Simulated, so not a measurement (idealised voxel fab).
process module | voxel transistor to metal
cross-section cut | 205 nm wide | cells 5 nm
A cross-section is a grid of square cells, given in bands from the top down. A band is one or more rows of cells.
Each band's line starts with the height of the band's top and of its bottom, in nm. Then come its materials from left to right, each with its width in nm. One material with "throughout" fills the band from edge to edge. "air" is empty space.
Height 0 is the level under which the wafer as received is all one material. The lowest band goes on downwards, as in "0 down".
A width such as "30 to 40" changes by the same amount from each row of cells to the next, from the band's top row to its bottom row.
"no change" after a step means that no cell of the cross-section changed.
closed voids: empty space of 8 cells or more with no open way to the top, each as width x height at its distance from the left edge, in nm
after a step's settings: what the simulator itself notes on the step
overlay nm, on a step with a mask: how far to the right of its planned place the mask lay; to the left if negative
plan
1 op RECEIVE | material Si
2 op OXIDIZE | depth nm 5
3 op CONFORMAL_DEP | material SiN | thk nm 10
4 op MASKED_ETCH | tone cover | mask id ACTIVE | width nm 95 | etch materials SiN | depth nm 10 | overlay nm 0
5 op MASKED_ETCH | tone cover | mask id ACTIVE | width nm 95 | etch materials SiO2 | depth nm 5 | overlay nm 0
6 op MASKED_ETCH | tone cover | mask id ACTIVE | width nm 95 | etch materials Si | depth nm 30 | overlay nm 0
7 op OXIDIZE | depth nm 5
8 op FILL_DEP | material SiO2 | thk nm 5
9 op CMP | height nm 10
10 op SELECTIVE_ETCH | etch materials SiO2 | depth nm 5
11 op STRIP | etch materials SiN
12 op SELECTIVE_ETCH | etch materials SiO2 | depth nm 5
13 op OXIDIZE | depth nm 5
14 op DIRECTIONAL_DEP | material polySi | thk nm 20
15 op DIRECTIONAL_DEP | material SiCN | thk nm 10
16 op MASKED_ETCH | tone cover | mask id GATE | width nm 25 | etch materials SiCN | depth nm 20 | overlay nm 0
17 op MASKED_ETCH | tone cover | mask id GATE | width nm 25 | etch materials polySi | depth nm 30 | overlay nm 0
18 op CONFORMAL_DEP | material SiO2 | thk nm 5
19 op DIRECTIONAL_ETCH | etch materials SiO2 | depth nm 5
20 op CONFORMAL_DEP | material SiN | thk nm 5
21 op DIRECTIONAL_ETCH | etch materials SiN | depth nm 5
22 op DIRECTIONAL_ETCH | etch materials SiO2 | depth nm 5
23 op EPI | material pSi | thk nm 5
24 op FILL_DEP | material SiO2 | thk nm 10
25 op CMP | height nm 25
26 op DIRECTIONAL_DEP | material SiO2 | thk nm 10
27 op DIRECTIONAL_DEP | material aC | thk nm 15
28 op PATTERN | tone open | mask id CONTACT | material resist | width nm 15 | pitch nm 70 | thk nm 35 | overlay nm 0
29 op DIRECTIONAL_ETCH | etch materials aC | depth nm 15
30 op STRIP | etch materials resist
31 op DIRECTIONAL_ETCH | etch materials SiO2 | depth nm 40
32 op STRIP | etch materials aC
33 op CONFORMAL_DEP | material TiN | thk nm 5
34 op FILL_DEP | material W | thk nm 10
35 op CMP | height nm 35
36 op CONFORMAL_DEP | material SiCN | thk nm 5
37 op DIRECTIONAL_DEP | material lowk | thk nm 20
38 op MASKED_ETCH | tone open | mask id METAL_1 | width nm 15 | pitch nm 70 | etch materials lowk | depth nm 20 | overlay nm 0
39 op MASKED_ETCH | tone open | mask id METAL_1 | width nm 15 | pitch nm 70 | etch materials SiCN | depth nm 5 | overlay nm 0
40 op CONFORMAL_DEP | material TiN | thk nm 5
41 op FILL_DEP | material Cu | thk nm 10
42 op CMP | height nm 60
43 op CONFORMAL_DEP | material SiN | thk nm 5
as received, after step 1
  0 down: Si throughout
  closed voids: none
first wafer at the end, as planned
  65 to 60: SiN throughout
  60 to 40: lowk 60 | TiN 5 | Cu 5 | TiN 5 | lowk 55 | TiN 5 | Cu 5 | TiN 5 | lowk 60
  40 to 35: SiCN 60 | TiN 15 | SiCN 55 | TiN 15 | SiCN 60
  35 to 25: SiO2 60 | TiN 5 | W 5 | TiN 5 | SiO2 55 | TiN 5 | W 5 | TiN 5 | SiO2 60
  25 to 15: SiO2 60 | TiN 5 | W 5 | TiN 5 | SiO2 5 | SiN 5 | SiO2 5 | SiCN 25 | SiO2 5 | SiN 5 | SiO2 5 | TiN 5 | W 5 | TiN 5 | SiO2 60
  15 to 0: SiO2 60 | TiN 5 | W 5 | TiN 5 | SiO2 5 | SiN 5 | SiO2 5 | polySi 25 | SiO2 5 | SiN 5 | SiO2 5 | TiN 5 | W 5 | TiN 5 | SiO2 60
  0 to -5: SiO2 55 | SiN 5 | TiN 15 | SiO2 5 | SiN 5 | SiO2 5 | polySi 25 | SiO2 5 | SiN 5 | SiO2 5 | TiN 15 | SiN 5 | SiO2 55
  -5 to -10: SiO2 60 | pSi 20 | SiO2 45 | pSi 20 | SiO2 60
  -10 to -40: SiO2 60 | Si 85 | SiO2 60
  -40 down: Si throughout
  closed voids: none
second wafer at the end: like start, like plan, one mistake
  75 to 70: SiN throughout
  70 to 65: Cu throughout
  65 to 60: TiN 65 | Cu 5 | TiN 65 | Cu 5 | TiN 65
  60 to 40: lowk 60 | TiN 5 | Cu 5 | TiN 5 | lowk 55 | TiN 5 | Cu 5 | TiN 5 | lowk 60
  40 to 35: SiCN 60 | TiN 15 | SiCN 55 | TiN 15 | SiCN 60
  35 to 25: SiO2 60 | TiN 5 | W 5 | TiN 5 | SiO2 55 | TiN 5 | W 5 | TiN 5 | SiO2 60
  25 to 15: SiO2 60 | TiN 5 | W 5 | TiN 5 | SiO2 5 | SiN 5 | SiO2 5 | SiCN 25 | SiO2 5 | SiN 5 | SiO2 5 | TiN 5 | W 5 | TiN 5 | SiO2 60
  15 to 0: SiO2 60 | TiN 5 | W 5 | TiN 5 | SiO2 5 | SiN 5 | SiO2 5 | polySi 25 | SiO2 5 | SiN 5 | SiO2 5 | TiN 5 | W 5 | TiN 5 | SiO2 60
  0 to -5: SiO2 55 | SiN 5 | TiN 15 | SiO2 5 | SiN 5 | SiO2 5 | polySi 25 | SiO2 5 | SiN 5 | SiO2 5 | TiN 15 | SiN 5 | SiO2 55
  -5 to -10: SiO2 60 | pSi 20 | SiO2 45 | pSi 20 | SiO2 60
  -10 to -40: SiO2 60 | Si 85 | SiO2 60
  -40 down: Si throughout
  closed voids: none
what went wrong: step 42 ran as: op CMP | height nm 70
at the end the second wafer has, in cells: 43 more of Cu | 39 more of TiN
